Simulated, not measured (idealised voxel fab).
Process module heading - voxel spacer lines
Section cut is 235 nm wide and gridded with 5 nm square cells.
Throughout this document, each cross-section is represented as a grid of square cells and is presented as a sequence of bands enumerated from the top downward, where a band comprises one or more rows of cells. Heights first: top, then bottom, in nm. Then materials, left to right, each with a width in nm. "everywhere" on a single material: fills the band edge to edge. "air": empty space. Heads up on the height convention: 0 is the point under which the incoming wafer is all one material, and the lowest band has no bottom, it just keeps going down, like "0 and below". A width such as "30..40" changes by the same amount from each row of cells to the next, from the band's top row to its bottom row. Take "remains unaltered" at face value: in the step it is given for, the cross-section changed in none of its cells. Empty spaces counting at least 8 cells and having no open way to the top are listed in "Completely enclosed voids". The notation width x height at distance is used for each, the distance being from the left edge and all three values in nm. On a step's line, text after the settings is the simulator commenting on that step. overlay nm, on a step with a mask: how far to the right of its planned place the mask lay; to the left if negative.

Plan
1) RECEIVE,material Si
2) CONFORMAL_DEP,material Al2O3,thk nm 5
3) DIRECTIONAL_DEP,material polySi,thk nm 10
4) DIRECTIONAL_DEP,material aC,thk nm 30
5) PATTERN,tone cover,mask id MANDREL,material resist,width nm 15,pitch nm 50,thk nm 35,overlay nm 0
6) DIRECTIONAL_ETCH,etch materials aC,depth nm 30
7) STRIP,etch materials resist
8) CONFORMAL_DEP,material SiO2,thk nm 10
9) DIRECTIONAL_ETCH,etch materials SiO2,depth nm 10
10) STRIP,etch materials aC
11) DIRECTIONAL_ETCH,etch materials polySi,depth nm 10
12) STRIP,etch materials SiO2

So this is the incoming wafer in cross-section - it's already been through step 1
	0 and below = Si everywhere
	Completely enclosed voids: none

Wafer at module end, in section. Began as above, planned as above, run with one mistake
	35 down to 5 = aC everywhere
	5 down to 0 = Al2O3 everywhere
	0 and below = Si everywhere
	Completely enclosed voids: none
Deviation noted in wafer processing: the intended sequence of steps 3 and 4 was reversed during processing, with each occupying the position of the other
